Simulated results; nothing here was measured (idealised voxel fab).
Module name: voxel ribs on slabs (process module)
290 nm wide, 5 nm square cells: that's cross-section cut.
Cross-section layout: square cells on a grid; listed as bands, top to bottom; a band spans one or more cell rows.
Read a band's entry like this: the first values are the height of its top and the height of its bottom in nm, and what follows is the sequence of materials from left to right, each with its width in nm. Note that "blank" is empty space, and that a single material marked "throughout" reaches across the band from edge to edge.
Counting heights begins at 0, where everything beneath is, in the wafer as received, one material. The lowest band has no bottom; it goes on downwards, as "from 0 down" shows.
The two numbers in a width such as "30..40" mark its ends across the band: the first belongs to the top row of cells, the second to the bottom row, and from each row to the next the width moves by the same amount.
What does "stayed the same" mean for a step? It means no cell of the cross-section changed in that step.
The list in "Enclosed void inventory" covers empty spaces of 8 cells or more that cannot reach the top through any open way, and it gives each as width x height at distance; the distance is from the left edge, and width, height and distance are in nm.
Post-settings text on a step line: simulator's own remark regarding the step.
overlay nm: mask right of planned place by this much (step with mask). Neg. = left.
PROCESS STEPS (PLANNED)
1,RECEIVE, material Si
2,DIRECTIONAL_DEP, material SiO2, thk nm 30
3,DIRECTIONAL_DEP, material SiN, thk nm 15
4,MASKED_ETCH, tone cover, mask id RIB, width nm 25, etch materials SiN, depth nm 10, overlay nm 0
5,MASKED_ETCH, tone cover, mask id SLAB, width nm 65, etch materials SiN, depth nm 5, overlay nm 0
6,FILL_DEP, material SiO2, thk nm 15
7,CMP, height nm 55
8,DIRECTIONAL_DEP, material TiN, thk nm 10
9,DIRECTIONAL_DEP, material aC, thk nm 10
10,PATTERN, tone cover, mask id HEATER, material resist, width nm 35, thk nm 25, overlay nm 0
11,DIRECTIONAL_ETCH, etch materials aC, depth nm 10
12,STRIP, etch materials resist
13,DIRECTIONAL_ETCH, etch materials TiN, depth nm 10
14,STRIP, etch materials aC
15,CONFORMAL_DEP, material SiO2, thk nm 5
SHOWN IN CROSS-SECTION IS THE WAFER AS RECEIVED, THAT IS, AS IT STANDS AFTER STEP 1
- from 0 down: Si throughout
- Enclosed void inventory: none
HERE'S THE CROSS-SECTION OF THE FIRST OF OUR TWO WAFERS AT THE END OF THE MODULE - IT RAN AS PLANNED
- from 70 to 65: blank (120) | SiO2 (45) | blank (125)
- from 65 to 60: blank (120) | SiO2 (5) | TiN (35) | SiO2 (5) | blank (125)
- from 60 to 55: SiO2 (125) | TiN (35) | SiO2 (130)
- from 55 to 45: SiO2 throughout
- from 45 to 35: SiO2 (130) | SiN (25) | SiO2 (135)
- from 35 to 30: SiO2 (110) | SiN (65) | SiO2 (115)
- from 30 to 0: SiO2 throughout
- from 0 down: Si throughout
- Enclosed void inventory: none
THE SECOND WAFER, SHOWN IN CROSS-SECTION AFTER THE MODULE: STARTED THE SAME WAY AS THE FIRST AND GIVEN THE SAME PLAN, YET ONE MISTAKE CREPT INTO HOW IT WAS RUN
- from 70 to 65: blank (120) | SiO2 (45) | blank (125)
- from 65 to 60: blank (120) | SiO2 (5) | TiN (35) | SiO2 (5) | blank (125)
- from 60 to 55: SiO2 (125) | TiN (35) | SiO2 (130)
- from 55 to 45: SiO2 (130..110) | SiN (25..65) | SiO2 (135..115)
- from 45 to 30: SiN throughout
- from 30 to 0: SiO2 throughout
- from 0 down: Si throughout
- Enclosed void inventory: none
The mistake made against the process plan was this: step 3 from the plan got run twice
At the finish, the second wafer shows more or fewer cells for some materials than the first does: SiN +169; SiO2 -169
